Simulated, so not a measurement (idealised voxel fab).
process module | voxel released beams
cross-section cut | 280 nm wide | cells 5 nm
A cross-section is a grid of square cells, given in bands from the top down. A band is one or more rows of cells.
Each band's line starts with the height of the band's top and of its bottom, in nm. Then come its materials from left to right, each with its width in nm. One material with "throughout" fills the band from edge to edge. "air" is empty space.
Height 0 is the level under which the wafer as received is all one material. The lowest band goes on downwards, as in "0 down".
A width such as "30 to 40" changes by the same amount from each row of cells to the next, from the band's top row to its bottom row.
"no change" after a step means that no cell of the cross-section changed.
closed voids: empty space of 8 cells or more with no open way to the top, each as width x height at its distance from the left edge, in nm
after a step's settings: what the simulator itself notes on the step
overlay nm, on a step with a mask: how far to the right of its planned place the mask lay; to the left if negative
plan
1 op RECEIVE | material Si
2 op CONFORMAL_DEP | material SiN | thk nm 5
3 op DIRECTIONAL_DEP | material SiO2 | thk nm 20
4 op PATTERN | tone open | mask id ANCHOR | material resist | width nm 30 | thk nm 15 | overlay nm 0
5 op DIRECTIONAL_ETCH | etch materials SiO2 | depth nm 20
6 op STRIP | etch materials resist
7 op CONFORMAL_DEP | material TiN | thk nm 10
8 op DIRECTIONAL_DEP | material aC | thk nm 10
9 op PATTERN | tone cover | mask id BEAM | material resist | width nm 105 | thk nm 30 | overlay nm 0
10 op DIRECTIONAL_ETCH | etch materials aC | depth nm 10
11 op STRIP | etch materials resist
12 op DIRECTIONAL_ETCH | etch materials TiN | depth nm 10
13 op STRIP | etch materials aC
14 op STRIP | etch materials SiO2
as received, after step 1
  0 down: Si throughout
  closed voids: none
a wafer at the end: this start, this plan, one mistake
  35 to 25: air 85 | TiN 25 | air 10 | TiN 70 | air 90
  25 to 15: air 100 | TiN 10 | air 10 | TiN 10 | air 150
  15 to 5: air 100 | TiN 30 | air 150
  5 to 0: SiN throughout
  0 down: Si throughout
  closed voids: none
what went wrong: step 4 ran as: op PATTERN | tone open | mask id ANCHOR | material resist | width nm 30 | thk nm 15 | overlay nm 10
